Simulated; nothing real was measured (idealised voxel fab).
Name of the process module below: voxel wiring stack
Shown is cross-section cut, with a width of 165 nm and square cells of size 5 nm.
The cross-sections in this document take the form of a grid made of square cells. They are written out as bands, in order from top to bottom. Each band consists of one or more rows of cells. Top height, bottom height, nm. Materials left to right, width each, nm. Single material + "full width" = fills band edge to edge. "air" = empty. Heights are expressed relative to 0, this being the level below which the as-received wafer comprises one material exclusively. The lowest band is unbounded in the downward direction and is denoted as in "from 0 down". Width "30 to 40": first value at the band's top row of cells, second value at its bottom row, equal change from row to row. Any step labelled "no modification" changed none of the cells in the cross-section. So "Enclosed void list" is basically the list of trapped voids: any empty space of 8 cells or more that can't reach the top through an opening. They're written width x height at distance, the distance being from the left edge, and it's all nm. Formally, on a step line, whatever follows the settings is a remark that the simulator itself makes on the step. overlay nm: for a step with a mask, the amount by which the mask lay right of where it was planned; a negative amount means left of it.
## Process steps foreseen in the plan
1. RECEIVE,material Si
2. CONFORMAL_DEP,material SiO2,thk nm 15
3. DIRECTIONAL_DEP,material TiN,thk nm 5
4. DIRECTIONAL_DEP,material W,thk nm 20
5. DIRECTIONAL_DEP,material aC,thk nm 10
6. PATTERN,tone cover,mask id METAL_1,material resist,width nm 30,pitch nm 45,thk nm 30,overlay nm 0
7. DIRECTIONAL_ETCH,etch materials aC,depth nm 10
8. STRIP,etch materials resist
9. DIRECTIONAL_ETCH,etch materials W,depth nm 20
10. DIRECTIONAL_ETCH,etch materials TiN,depth nm 5
11. STRIP,etch materials aC
12. CONFORMAL_DEP,material SiN,thk nm 5
13. FILL_DEP,material lowk,thk nm 5
14. CMP,height nm 40
15. CONFORMAL_DEP,material SiCN,thk nm 5
16. DIRECTIONAL_DEP,material SiO2,thk nm 20
17. DIRECTIONAL_DEP,material aC,thk nm 10
18. PATTERN,tone open,mask id PLUG_1,material resist,width nm 15,pitch nm 90,thk nm 25,overlay nm 0
19. DIRECTIONAL_ETCH,etch materials aC,depth nm 10
20. STRIP,etch materials resist
21. DIRECTIONAL_ETCH,etch materials SiO2,depth nm 20
22. DIRECTIONAL_ETCH,etch materials SiCN,depth nm 5
23. STRIP,etch materials aC
24. EPI,material Ru,thk nm 10
25. EPI,material Ru,thk nm 10
26. EPI,material Ru,thk nm 5
27. DIRECTIONAL_DEP,material TiN,thk nm 5
28. DIRECTIONAL_DEP,material W,thk nm 25
29. DIRECTIONAL_DEP,material aC,thk nm 10
30. PATTERN,tone cover,mask id METAL_2,material resist,width nm 30,pitch nm 45,thk nm 30,overlay nm 0
31. DIRECTIONAL_ETCH,etch materials aC,depth nm 10
32. STRIP,etch materials resist
33. DIRECTIONAL_ETCH,etch materials W,depth nm 25
34. DIRECTIONAL_ETCH,etch materials TiN,depth nm 5
35. STRIP,etch materials aC
36. CONFORMAL_DEP,material SiN,thk nm 5
37. FILL_DEP,material lowk,thk nm 5
38. CMP,height nm 95
39. CONFORMAL_DEP,material SiCN,thk nm 5
40. DIRECTIONAL_DEP,material lowk,thk nm 10
41. MASKED_ETCH,tone open,mask id PLUG_2,width nm 15,pitch nm 90,etch materials lowk,depth nm 10,overlay nm 0
42. MASKED_ETCH,tone open,mask id PLUG_2,width nm 15,pitch nm 90,etch materials SiCN,depth nm 5,overlay nm 0
43. EPI,material Ru,thk nm 10
44. EPI,material Ru,thk nm 5
45. DIRECTIONAL_DEP,material TiN,thk nm 5
46. DIRECTIONAL_DEP,material W,thk nm 15
47. MASKED_ETCH,tone cover,mask id METAL_3,width nm 30,pitch nm 45,etch materials W,depth nm 15,overlay nm 0
48. MASKED_ETCH,tone cover,mask id METAL_3,width nm 30,pitch nm 45,etch materials TiN,depth nm 5,overlay nm 0
49. FILL_DEP,material SiO2,thk nm 10
50. CMP,height nm 130
51. CONFORMAL_DEP,material SiCN,thk nm 5
52. DIRECTIONAL_DEP,material lowk,thk nm 10
53. PATTERN,tone open,mask id PLUG_3,material resist,width nm 15,pitch nm 45,thk nm 20,overlay nm 0
54. DIRECTIONAL_ETCH,etch materials lowk,depth nm 10
55. DIRECTIONAL_ETCH,etch materials SiCN,depth nm 5
56. STRIP,etch materials resist
57. CONFORMAL_DEP,material TiN,thk nm 5
58. FILL_DEP,material Cu,thk nm 5
59. CMP,height nm 145
60. DIRECTIONAL_DEP,material TiN,thk nm 5
61. DIRECTIONAL_DEP,material W,thk nm 20
62. MASKED_ETCH,tone cover,mask id METAL_4,width nm 30,pitch nm 45,etch materials W,depth nm 20,overlay nm 0
63. MASKED_ETCH,tone cover,mask id METAL_4,width nm 30,pitch nm 45,etch materials TiN,depth nm 5,overlay nm 0
64. CONFORMAL_DEP,material SiCN,thk nm 5
65. FILL_DEP,material SiO2,thk nm 10
66. CMP,height nm 170
67. CONFORMAL_DEP,material SiCN,thk nm 5
## Cross-sectional view of the wafer in its as-received condition, corresponding to the state after step 1
> from 0 down  Si full width
> Enclosed void list: none
## Starting wafer: above. Plan: above. Run: one mistake. Cross-section after the module: below
> from 175 to 170  SiCN full width
> from 170 to 150  SiO2 15  SiCN 5  W 30  SiCN 5  SiO2 5  SiCN 5  W 30  SiCN 5  SiO2 5  SiCN 5  W 30  SiCN 5  SiO2 20
> from 150 to 145  SiCN 20  TiN 30  SiCN 15  TiN 30  SiCN 15  TiN 30  SiCN 25
> from 145 to 135  lowk 20  TiN 5  Cu 5  TiN 5  lowk 30  TiN 5  Cu 5  TiN 5  lowk 30  TiN 5  Cu 5  TiN 5  lowk 40
> from 135 to 130  SiCN 20  TiN 15  SiCN 30  TiN 15  SiCN 30  TiN 15  SiCN 40
> from 130 to 115  SiO2 35  W 15  SiO2 15  W 30  SiO2 30  W 15  SiO2 25
> from 115 to 110  SiO2 20  W 15  TiN 15  SiO2 15  TiN 30  SiO2 15  W 15  TiN 15  SiO2 25
> from 110 to 100  lowk 20  W 15  lowk 75  W 15  lowk 40
> from 100 to 95  SiCN 20  TiN 15  SiCN 75  TiN 15  SiCN 40
> from 95 to 70  W 20  SiN 5  lowk 20  SiN 5  W 15  SiN 5  lowk 20  SiN 5  W 15  SiN 5  lowk 20  SiN 5  W 25
> from 70 to 65  TiN 20  SiN 30  TiN 15  SiN 30  TiN 15  SiN 30  TiN 25
> from 65 to 45  SiO2 20  Ru 15  SiO2 75  Ru 15  SiO2 40
> from 45 to 40  SiCN 20  Ru 15  SiCN 75  Ru 15  SiCN 40
> from 40 to 20  lowk 15  SiN 5  W 30  SiN 5  lowk 5  SiN 5  W 30  SiN 5  lowk 5  SiN 5  W 30  SiN 5  lowk 20
> from 20 to 15  SiN 20  TiN 30  SiN 15  TiN 30  SiN 15  TiN 30  SiN 25
> from 15 to 0  SiO2 full width
> from 0 down  Si full width
> Enclosed void list: none
Error vs. plan: step 30, actual vs plan mismatch, actual run PATTERN,tone open,mask id METAL_2,material resist,width nm 30,pitch nm 45,thk nm 30,overlay nm 0
